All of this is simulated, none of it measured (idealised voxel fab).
The process module that follows is named voxel transistor to metal.
Cross-section cut: width 255 nm, square cells of 5 nm.
How to read a cross-section here: the picture is a grid of square cells, written as bands going from the top down, and any band can span one or more rows of cells. Top, bottom (nm), then materials left to right with widths (nm); lone material tagged "everywhere" fills the whole band edge to edge; "air" = empty space. We count height from 0. Below that, the starting wafer is all one material. The lowest band never ends at the bottom but goes on down; see "0 -> down" for how that is written. The width entry "30..40" should be interpreted row by row: the top row of cells in the band takes the first number, the bottom row takes the second number, and the change between adjacent rows is uniform throughout. When a step is marked "remained unchanged", none of the cells in the cross-section changed during that step. The entry "Closed void roster" lists the empty spaces that cover at least 8 cells and have no open path to the top. Each is written as width x height at distance, where the distance is measured from the left edge and all three values are in nm. Note: text after step settings on the step line = simulator remark on that step. Each step line may optionally specify "overlay nm", which for a step with a mask gives the rightward distance between the mask's planned place and where it lay, a negative value indicating the leftward direction.

### Planned process steps
| 1 | RECEIVE (material Si) |
| 2 | CONFORMAL_DEP (material SiO2; thk nm 5) |
| 3 | CONFORMAL_DEP (material SiN; thk nm 15) |
| 4 | MASKED_ETCH (tone cover; mask id ACTIVE; width nm 90; pitch nm 110; etch materials SiN; depth nm 15; overlay nm 0) |
| 5 | MASKED_ETCH (tone cover; mask id ACTIVE; width nm 90; pitch nm 110; etch materials SiO2; depth nm 5; overlay nm 0) |
| 6 | MASKED_ETCH (tone cover; mask id ACTIVE; width nm 90; pitch nm 110; etch materials Si; depth nm 25; overlay nm 0) |
| 7 | OXIDIZE (depth nm 5) |
| 8 | FILL_DEP (material SiO2; thk nm 10) |
| 9 | CMP (height nm 20) |
| 10 | SELECTIVE_ETCH (etch materials SiO2; depth nm 10) |
| 11 | STRIP (etch materials SiN) |
| 12 | SELECTIVE_ETCH (etch materials SiO2; depth nm 5) |
| 13 | OXIDIZE (depth nm 5) |
| 14 | DIRECTIONAL_DEP (material polySi; thk nm 25) |
| 15 | DIRECTIONAL_DEP (material SiCN; thk nm 15) |
| 16 | PATTERN (tone cover; mask id GATE; material resist; width nm 20; pitch nm 110; thk nm 20; overlay nm 0) |
| 17 | DIRECTIONAL_ETCH (etch materials SiCN; depth nm 25) |
| 18 | DIRECTIONAL_ETCH (etch materials polySi; depth nm 35) |
| 19 | STRIP (etch materials resist) |
| 20 | CONFORMAL_DEP (material SiN; thk nm 10) |
| 21 | DIRECTIONAL_ETCH (etch materials SiN; depth nm 10) |
| 22 | DIRECTIONAL_ETCH (etch materials SiO2; depth nm 5) |
| 23 | DIRECTIONAL_ETCH (etch materials Si; depth nm 10) |
| 24 | EPI (material nSi; thk nm 15) |
| 25 | FILL_DEP (material SiO2; thk nm 5) |
| 26 | CMP (height nm 40) |
| 27 | DIRECTIONAL_DEP (material SiO2; thk nm 10) |
| 28 | PATTERN (tone open; mask id CONTACT; material resist; width nm 25; pitch nm 55; thk nm 15; overlay nm 0) |
| 29 | DIRECTIONAL_ETCH (etch materials SiO2; depth nm 50) |
| 30 | STRIP (etch materials resist) |
| 31 | CONFORMAL_DEP (material TiN; thk nm 5) |
| 32 | FILL_DEP (material Ru; thk nm 5) |
| 33 | CMP (height nm 50) |
| 34 | DIRECTIONAL_DEP (material TiN; thk nm 5) |
| 35 | DIRECTIONAL_DEP (material Ru; thk nm 15) |
| 36 | MASKED_ETCH (tone cover; mask id METAL_1; width nm 15; etch materials Ru; depth nm 15; overlay nm 0) |
| 37 | MASKED_ETCH (tone cover; mask id METAL_1; width nm 15; etch materials TiN; depth nm 5; overlay nm 0) |
| 38 | CONFORMAL_DEP (material SiN; thk nm 5) |
| 39 | FILL_DEP (material SiO2; thk nm 10) |
| 40 | CMP (height nm 70) |
| 41 | CONFORMAL_DEP (material SiCN; thk nm 5) |
| 42 | DIRECTIONAL_DEP (material SiO2; thk nm 30) |
| 43 | MASKED_ETCH (tone open; mask id METAL_2; width nm 15; pitch nm 110; etch materials SiO2; depth nm 15; overlay nm 0) |
| 44 | DIRECTIONAL_DEP (material aC; thk nm 10) |
| 45 | PATTERN (tone open; mask id METAL_2_HOLES; material resist; width nm 15; pitch nm 110; thk nm 30; overlay nm 0) |
| 46 | DIRECTIONAL_ETCH (etch materials aC; depth nm 10) |
| 47 | STRIP (etch materials resist) |
| 48 | DIRECTIONAL_ETCH (etch materials SiO2; depth nm 15) |
| 49 | DIRECTIONAL_ETCH (etch materials SiCN; depth nm 5) |
| 50 | STRIP (etch materials aC) |
| 51 | CONFORMAL_DEP (material TiN; thk nm 5) |
| 52 | FILL_DEP (material Ru; thk nm 5) |
| 53 | CMP (height nm 105) |
| 54 | CONFORMAL_DEP (material SiN; thk nm 5) |

### Incoming wafer, cross-sectional view, post step 1
* 0 -> down  Si everywhere
* Closed void roster: none

### The first of the two wafers as seen in cross-section once the module was finished; processing followed the plan
* 110 -> 105  SiN everywhere
* 105 -> 75  SiO2=30, TiN=5, Ru=5, TiN=5, SiO2=95, TiN=5, Ru=5, TiN=5, SiO2=100
* 75 -> 70  SiCN=30, TiN=15, SiCN=95, TiN=15, SiCN=100
* 70 -> 55  SiO2=25, SiN=5, Ru=15, SiN=5, SiO2=40, SiN=5, Ru=15, SiN=5, SiO2=20, SiN=5, Ru=15, SiN=5, SiO2=40, SiN=5, Ru=15, SiN=5, SiO2=30
* 55 -> 50  SiN=30, TiN=15, SiN=50, TiN=15, SiN=30, TiN=15, SiN=50, TiN=15, SiN=35
* 50 -> 40  SiO2=30, TiN=5, Ru=15..10, TiN=5..10, SiO2=30, TiN=5..10, Ru=15..10, TiN=5, SiO2=30, TiN=5, Ru=15..10, TiN=5..10, SiO2=30, TiN=5..10, Ru=15..10, TiN=5, SiO2=35
* 40 -> 25  SiO2=30, TiN=5, Ru=10, TiN=5, SiN=10, SiCN=20, SiN=10, TiN=5, Ru=10, TiN=5, SiO2=30, TiN=5, Ru=10, TiN=5, SiN=10, SiCN=20, SiN=10, TiN=5, Ru=10, TiN=5, SiO2=35
* 25 -> 15  SiO2=30, TiN=5, Ru=10, TiN=5, SiN=10, polySi=20, SiN=10, TiN=5, Ru=10, TiN=5, SiO2=30, TiN=5, Ru=10, TiN=5, SiN=10, polySi=20, SiN=10, TiN=5, Ru=10, TiN=5, SiO2=35
* 15 -> 10  SiO2=30, TiN=20, SiN=10, polySi=20, SiN=10, TiN=20, SiO2=30, TiN=20, SiN=10, polySi=20, SiN=10, TiN=20, SiO2=35
* 10 -> 5  SiO2=30, TiN=5, nSi=15, SiN=10, polySi=20, SiN=10, nSi=15, TiN=5, SiO2=30, TiN=5, nSi=15, SiN=10, polySi=20, SiN=10, nSi=15, TiN=5, SiO2=35
* 5 -> 0  SiO2=20, SiN=10, TiN=5, nSi=15, SiN=10, polySi=20, SiN=10, nSi=15, TiN=5, SiN=10, SiO2=10, SiN=10, TiN=5, nSi=15, SiN=10, polySi=20, SiN=10, nSi=15, TiN=5, SiN=10, SiO2=25
* 0 -> -5  SiO2=30, nSi=20, SiO2=40, nSi=20, SiO2=30, nSi=20, SiO2=40, nSi=20, SiO2=35
* -5 -> -15  SiO2=30, nSi=20, Si=40, nSi=20, SiO2=30, nSi=20, Si=40, nSi=20, SiO2=35
* -15 -> -30  SiO2=30, Si=80, SiO2=30, Si=80, SiO2=35
* -30 -> down  Si everywhere
* Closed void roster: none

### Now the second wafer, cross-sectioned at the end of the module. Nothing different at the start, nothing different in the plan compared with the first, just one mistake when it was actually run
* 110 -> 105  SiN everywhere
* 105 -> 75  SiO2=30, TiN=5, Ru=5, TiN=5, SiO2=95, TiN=5, Ru=5, TiN=5, SiO2=100
* 75 -> 70  SiCN=30, TiN=15, SiCN=95, TiN=15, SiCN=100
* 70 -> 60  SiO2 everywhere
* 60 -> 55  SiO2=25, SiN=25, SiO2=40, SiN=25, SiO2=20, SiN=25, SiO2=40, SiN=25, SiO2=30
* 55 -> 50  SiN=30, TiN=15, SiN=50, TiN=15, SiN=30, TiN=15, SiN=50, TiN=15, SiN=35
* 50 -> 40  SiO2=30, TiN=5, Ru=15..10, TiN=5..10, SiO2=30, TiN=5..10, Ru=15..10, TiN=5, SiO2=30, TiN=5, Ru=15..10, TiN=5..10, SiO2=30, TiN=5..10, Ru=15..10, TiN=5, SiO2=35
* 40 -> 25  SiO2=30, TiN=5, Ru=10, TiN=5, SiN=10, SiCN=20, SiN=10, TiN=5, Ru=10, TiN=5, SiO2=30, TiN=5, Ru=10, TiN=5, SiN=10, SiCN=20, SiN=10, TiN=5, Ru=10, TiN=5, SiO2=35
* 25 -> 15  SiO2=30, TiN=5, Ru=10, TiN=5, SiN=10, polySi=20, SiN=10, TiN=5, Ru=10, TiN=5, SiO2=30, TiN=5, Ru=10, TiN=5, SiN=10, polySi=20, SiN=10, TiN=5, Ru=10, TiN=5, SiO2=35
* 15 -> 10  SiO2=30, TiN=20, SiN=10, polySi=20, SiN=10, TiN=20, SiO2=30, TiN=20, SiN=10, polySi=20, SiN=10, TiN=20, SiO2=35
* 10 -> 5  SiO2=30, TiN=5, nSi=15, SiN=10, polySi=20, SiN=10, nSi=15, TiN=5, SiO2=30, TiN=5, nSi=15, SiN=10, polySi=20, SiN=10, nSi=15, TiN=5, SiO2=35
* 5 -> 0  SiO2=20, SiN=10, TiN=5, nSi=15, SiN=10, polySi=20, SiN=10, nSi=15, TiN=5, SiN=10, SiO2=10, SiN=10, TiN=5, nSi=15, SiN=10, polySi=20, SiN=10, nSi=15, TiN=5, SiN=10, SiO2=25
* 0 -> -5  SiO2=30, nSi=20, SiO2=40, nSi=20, SiO2=30, nSi=20, SiO2=40, nSi=20, SiO2=35
* -5 -> -15  SiO2=30, nSi=20, Si=40, nSi=20, SiO2=30, nSi=20, Si=40, nSi=20, SiO2=35
* -15 -> -30  SiO2=30, Si=80, SiO2=30, Si=80, SiO2=35
* -30 -> down  Si everywhere
* Closed void roster: none
Misprocessing identified: yeah, step 35 of the plan got skipped, never ran
Final tally in cells, some materials are higher or lower on the second wafer than on the first: Ru -36 | SiN -4 | SiO2 +40
